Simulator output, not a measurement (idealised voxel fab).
process module | voxel self aligned contacts
cross-section cut | 260 nm wide | cells 5 nm
A cross-section is a grid of square cells, given in bands from the top down. A band is one or more rows of cells.
Each band's line starts with the height of the band's top and of its bottom, in nm. Then come its materials from left to right, each with its width in nm. One material with "throughout" fills the band from edge to edge. "air" is empty space.
Height 0 is the level under which the wafer as received is all one material. The lowest band goes on downwards, as in "0 down".
A width such as "30 to 40" changes by the same amount from each row of cells to the next, from the band's top row to its bottom row.
"no change" after a step means that no cell of the cross-section changed.
closed voids: empty space of 8 cells or more with no open way to the top, each as width x height at its distance from the left edge, in nm
after a step's settings: what the simulator itself notes on the step
overlay nm, on a step with a mask: how far to the right of its planned place the mask lay; to the left if negative
plan
1 op RECEIVE | material Si
2 op OXIDIZE | depth nm 5
3 op DIRECTIONAL_DEP | material polySi | thk nm 25
4 op DIRECTIONAL_DEP | material SiN | thk nm 25
5 op MASKED_ETCH | tone cover | mask id GATE | width nm 30 | pitch nm 75 | etch materials SiN | depth nm 25 | overlay nm 0
6 op MASKED_ETCH | tone cover | mask id GATE | width nm 30 | pitch nm 75 | etch materials polySi | depth nm 25 | overlay nm 0
7 op CONFORMAL_DEP | material SiN | thk nm 10
8 op DIRECTIONAL_ETCH | etch materials SiN | depth nm 10
9 op FILL_DEP | material SiO2 | thk nm 15
10 op CMP | height nm 60
11 op DIRECTIONAL_DEP | material aC | thk nm 10
12 op PATTERN | tone open | mask id CONTACT | material resist | width nm 55 | pitch nm 75 | thk nm 30 | overlay nm 0
13 op DIRECTIONAL_ETCH | etch materials aC | depth nm 10
14 op STRIP | etch materials resist
15 op DIRECTIONAL_ETCH | etch materials SiO2 | depth nm 65
16 op STRIP | etch materials aC
17 op CONFORMAL_DEP | material TiN | thk nm 5
18 op FILL_DEP | material Ru | thk nm 10
19 op CMP | height nm 60
20 op CONFORMAL_DEP | material SiCN | thk nm 5
as received, after step 1
  0 down: Si throughout
  closed voids: none
a wafer at the end: this start, this plan, one mistake
  65 to 60: SiCN throughout
  60 to 50: SiO2 65 | TiN 5 to 25 | Ru 45 to 10 | TiN 5 to 20 | SiO2 20 | TiN 5 to 25 | Ru 45 to 10 | TiN 5 to 20 | SiO2 65
  50 to 25: SiO2 30 | SiN 55 | TiN 5 | Ru 10 | TiN 5 | SiN 55 | TiN 5 | Ru 10 | TiN 5 | SiN 55 | SiO2 25
  25 to 0: SiO2 30 | SiN 10 | polySi 35 | SiN 10 | TiN 5 | Ru 10 | TiN 5 | SiN 10 | polySi 35 | SiN 10 | TiN 5 | Ru 10 | TiN 5 | SiN 10 | polySi 35 | SiN 10 | SiO2 25
  0 to -5: SiO2 85 | TiN 20 | SiO2 55 | TiN 20 | SiO2 80
  -5 down: Si throughout
  closed voids: none
what went wrong: step 5 ran as: op MASKED_ETCH | tone cover | mask id GATE | width nm 35 | pitch nm 75 | etch materials SiN | depth nm 25 | overlay nm 0
